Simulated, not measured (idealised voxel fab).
The process module presented herein is designated voxel self aligned vias.
Square cell edge 5 nm, section width 275 nm, ID cut.
A cross-section is written here as square cells arranged in a grid, and it is given in bands from the top down, each band taking up one or more rows of cells.
Within each band entry, the heights of the top and of the bottom of the band appear first, in that order and in nm; the materials of the band then follow from left to right, each with its corresponding width in nm. The designation "throughout" on a single material indicates that it fills the band from edge to edge; the designation "air" indicates empty space.
Heights are measured from 0, the level below which the as-received wafer is all one material; the lowest band has no bottom and continues downward, written as in "0 and below".
Top row gets the first number, bottom row gets the second, and each row in between changes by the same step: that is how a band width like "30 to 40" works.
Any step labelled "everything unchanged" changed none of the cells in the cross-section.
Any empty space of 8 cells or more lacking an open way to the top shows up in "Sealed void list" as width x height at distance, distance from the left edge, in nm.
It should be noted that, on the line of a given step, the content following the step's settings is a remark produced by the simulator itself with respect to that step.
overlay nm: how far to the right of its planned place the mask lay on this masked step (negative: to the left).
The steps planned for the process are as follows:
1,RECEIVE, material Si
2,CONFORMAL_DEP, material SiO2, thk nm 15
3,CONFORMAL_DEP, material SiCN, thk nm 5
4,DIRECTIONAL_DEP, material lowk, thk nm 20
5,PATTERN, tone open, mask id LINES, material resist, width nm 25, pitch nm 60, thk nm 15, overlay nm 0
6,DIRECTIONAL_ETCH, etch materials lowk, depth nm 20
7,STRIP, etch materials resist
8,CONFORMAL_DEP, material TiN, thk nm 5
9,FILL_DEP, material Ru, thk nm 5
10,CMP, height nm 40
11,SELECTIVE_ETCH, etch materials W Ru TiN, depth nm 10
12,FILL_DEP, material SiN, thk nm 5
13,CMP, height nm 40
14,DIRECTIONAL_DEP, material lowk, thk nm 15
15,PATTERN, tone open, mask id VIAS, material resist, width nm 35, pitch nm 60, thk nm 15, overlay nm 0
16,DIRECTIONAL_ETCH, etch materials lowk, depth nm 15
17,DIRECTIONAL_ETCH, etch materials SiN, depth nm 10
18,STRIP, etch materials resist
19,CONFORMAL_DEP, material TiN, thk nm 5
20,FILL_DEP, material Cu, thk nm 10
21,CMP, height nm 55
22,CONFORMAL_DEP, material SiCN, thk nm 5
Cross-section: wafer on arrival = after step 1:
> 0 and below  Si throughout
> Sealed void list: none
The first of the two wafers as seen in cross-section once the module was finished; processing followed the plan:
> 60 down to 55  SiCN throughout
> 55 down to 45  90 nm lowk, 5 nm TiN, 25 nm Cu, 5 nm TiN, 25 nm lowk, 5 nm TiN, 25 nm Cu, 5 nm TiN, 90 nm lowk
> 45 down to 35  90 to 95 nm lowk, 10 to 5 nm TiN, 15 nm Cu, 10 to 5 nm TiN, 25 to 35 nm lowk, 10 to 5 nm TiN, 15 nm Cu, 10 to 5 nm TiN, 90 to 95 nm lowk
> 35 down to 30  95 nm lowk, 25 nm TiN, 35 nm lowk, 25 nm TiN, 95 nm lowk
> 30 down to 25  95 nm lowk, 5 nm TiN, 15 nm Ru, 5 nm TiN, 35 nm lowk, 5 nm TiN, 15 nm Ru, 5 nm TiN, 95 nm lowk
> 25 down to 20  95 nm lowk, 25 nm TiN, 35 nm lowk, 25 nm TiN, 95 nm lowk
> 20 down to 15  SiCN throughout
> 15 down to 0  SiO2 throughout
> 0 and below  Si throughout
> Sealed void list: none
End-of-module cross-section of the second wafer: identical starting point and process plan to the first, with one processing mistake:
> 75 down to 70  SiCN throughout
> 70 down to 60  Cu throughout
> 60 down to 55  95 nm TiN, 25 nm Cu, 35 nm TiN, 25 nm Cu, 95 nm TiN
> 55 down to 45  90 nm lowk, 5 nm TiN, 25 nm Cu, 5 nm TiN, 25 nm lowk, 5 nm TiN, 25 nm Cu, 5 nm TiN, 90 nm lowk
> 45 down to 35  90 to 95 nm lowk, 10 to 5 nm TiN, 15 nm Cu, 10 to 5 nm TiN, 25 to 35 nm lowk, 10 to 5 nm TiN, 15 nm Cu, 10 to 5 nm TiN, 90 to 95 nm lowk
> 35 down to 30  95 nm lowk, 25 nm TiN, 35 nm lowk, 25 nm TiN, 95 nm lowk
> 30 down to 25  95 nm lowk, 5 nm TiN, 15 nm Ru, 5 nm TiN, 35 nm lowk, 5 nm TiN, 15 nm Ru, 5 nm TiN, 95 nm lowk
> 25 down to 20  95 nm lowk, 25 nm TiN, 35 nm lowk, 25 nm TiN, 95 nm lowk
> 20 down to 15  SiCN throughout
> 15 down to 0  SiO2 throughout
> 0 and below  Si throughout
> Sealed void list: none
What broke from the plan during processing? step 21 of the plan did not run at all; it was left out
Per the end-of-run cell counts, the second wafer holds more or fewer of some materials than the first: +120 Cu | +45 TiN
